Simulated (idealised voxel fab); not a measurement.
Process module, titled voxel ribs on slabs
cross-section cut | 215 nm wide | cells 5 nm
In what follows, cross-sections appear as grids of square cells, described through bands that run from the top down, where every band is one or more rows of cells. In this notation a band is specified by the heights of its top and bottom, in that order and in nm, after which its materials appear from left to right, each paired with its width in nm. The word "throughout" attached to a single material means that material fills the band from edge to edge; the word "blank" stands for empty space. Basically, 0 is our baseline, since under it the wafer straight out of the box is all one material. The bottom band has no lower end and keeps on going down, so it looks like "z 0 and below". The notation "30 to 40" denotes a width that varies across the rows of cells in the band, beginning at the first number in the top row, finishing at the second number in the bottom row, and changing by an identical amount from each row to the next. No cell of the cross-section changed in a step that is given as "left unchanged". "Trapped cavities" - sealed voids, min. 8 cells, no opening to top; format: width x height at distance (distance from left edge; nm throughout). Heads up: the bit after the settings on a step's line is the simulator's remark on that step. "overlay nm", when on a step's line for a step with a mask, measures how far to the right of its planned place the mask lay; a negative measure means to the left.
Steps in the process plan
1,RECEIVE with material Si
2,DIRECTIONAL_DEP with material SiO2, thk nm 30
3,DIRECTIONAL_DEP with material polySi, thk nm 15
4,PATTERN with tone cover, mask id RIB, material resist, width nm 20, thk nm 15, overlay nm 0
5,DIRECTIONAL_ETCH with etch materials polySi, depth nm 10
6,STRIP with etch materials resist
7,DIRECTIONAL_DEP with material aC, thk nm 10
8,PATTERN with tone cover, mask id SLAB, material resist, width nm 70, thk nm 30, overlay nm 0
9,DIRECTIONAL_ETCH with etch materials aC, depth nm 10
10,STRIP with etch materials resist
11,DIRECTIONAL_ETCH with etch materials polySi, depth nm 5
12,STRIP with etch materials aC
13,FILL_DEP with material SiO2, thk nm 20
14,CMP with height nm 55
15,DIRECTIONAL_DEP with material TiN, thk nm 5
16,DIRECTIONAL_DEP with material aC, thk nm 10
17,PATTERN with tone cover, mask id HEATER, material resist, width nm 30, thk nm 30, overlay nm 0
18,DIRECTIONAL_ETCH with etch materials aC, depth nm 10
19,STRIP with etch materials resist
20,DIRECTIONAL_ETCH with etch materials TiN, depth nm 5
21,STRIP with etch materials aC
22,CONFORMAL_DEP with material SiO2, thk nm 5
Step 1 complete: cross-section of the wafer as received
z 0 and below  Si throughout
Trapped cavities: none
Starting structure and process plan are as shown above, but one mistake was made in running the module; the wafer cross-section at the end of the module follows
z 65 to 60  blank (85) / SiO2 (40) / blank (90)
z 60 to 55  SiO2 (90) / TiN (30) / SiO2 (95)
z 55 to 45  SiO2 throughout
z 45 to 35  SiO2 (95) / polySi (20) / SiO2 (100)
z 35 to 30  SiO2 (80) / polySi (70) / SiO2 (65)
z 30 to 0  SiO2 throughout
z 0 and below  Si throughout
Trapped cavities: none
What broke from the plan during processing? step 8, actual vs plan mismatch, actual run PATTERN with tone cover, mask id SLAB, material resist, width nm 70, thk nm 30, overlay nm 10
